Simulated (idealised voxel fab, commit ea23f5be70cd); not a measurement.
Presented below is a process module, voxel fin reveal.
cross-section cut | 260 nm wide | cells 5 nm
The cross-sections in this document take the form of a grid made of square cells. They are written out as bands, in order from top to bottom. Each band consists of one or more rows of cells. First you get the band's top height and its bottom height, in nm, and then the materials it's made of, left to right, with each width in nm. If you see a single material with "everywhere", that one covers the band edge to edge. "air" is empty space. Heights are measured from 0, the level below which the as-received wafer is all one material; the lowest band has no bottom and continues downward, written as in "from 0 down". The expression "30..40" gives the width at the extremes of the band, the first number at its top row of cells and the second at its bottom row, with the width changing by equal amounts from each row to the next in between. What does "remained the same" mean for a step? It means no cell of the cross-section changed in that step. Empty spaces counting at least 8 cells and having no open way to the top are listed in "Closed void entries". The notation width x height at distance is used for each, the distance being from the left edge and all three values in nm. Anything after a step's settings on that line? It's the simulator's own note about the step. The "overlay nm" setting may appear on a step's line; for a step that uses a mask, it gives how far to the right of its planned position the mask lay, and a negative value indicates the left.
-- Process steps (planned)
1: RECEIVE,material Si
2: CONFORMAL_DEP,material SiN,thk nm 5
3: PATTERN,tone cover,mask id FINS,material resist,width nm 15,pitch nm 40,thk nm 20,overlay nm 0
4: DIRECTIONAL_ETCH,etch materials SiN,depth nm 5
5: DIRECTIONAL_ETCH,etch materials Si,depth nm 30
6: STRIP,etch materials resist
7: OXIDIZE,depth nm 5
8: FILL_DEP,material SiO2,thk nm 15
9: CMP,height nm 5
10: SELECTIVE_ETCH,etch materials SiO2,depth nm 15
11: STRIP,etch materials SiN
12: CONFORMAL_DEP,material HfO2,thk nm 5
-- Cross-section, incoming material, after step 1
* from 0 down  Si everywhere
* Closed void entries: none
-- Wafer cross-section at end of module: start and plan as shown above, one execution error
* from 5 to 0  80 air, then 15 SiN, then 25 air, then 15 SiN, then 25 air, then 15 SiN, then 85 air
* from 0 to -5  80 air, then 5 SiN, then 5 Si, then 5 SiN, then 25 air, then 5 SiN, then 5 Si, then 5 SiN, then 25 air, then 5 SiN, then 5 Si, then 5 SiN, then 85 air
* from -5 to -10  85 SiN, then 5 Si, then 35 SiN, then 5 Si, then 35 SiN, then 5 Si, then 90 SiN
* from -10 to -35  85 SiO2, then 5 Si, then 35 SiO2, then 5 Si, then 35 SiO2, then 5 Si, then 90 SiO2
* from -35 down  Si everywhere
* Closed void entries: none
The mistake made against the process plan was this: step 12 off recipe, ran as CONFORMAL_DEP,material SiN,thk nm 5
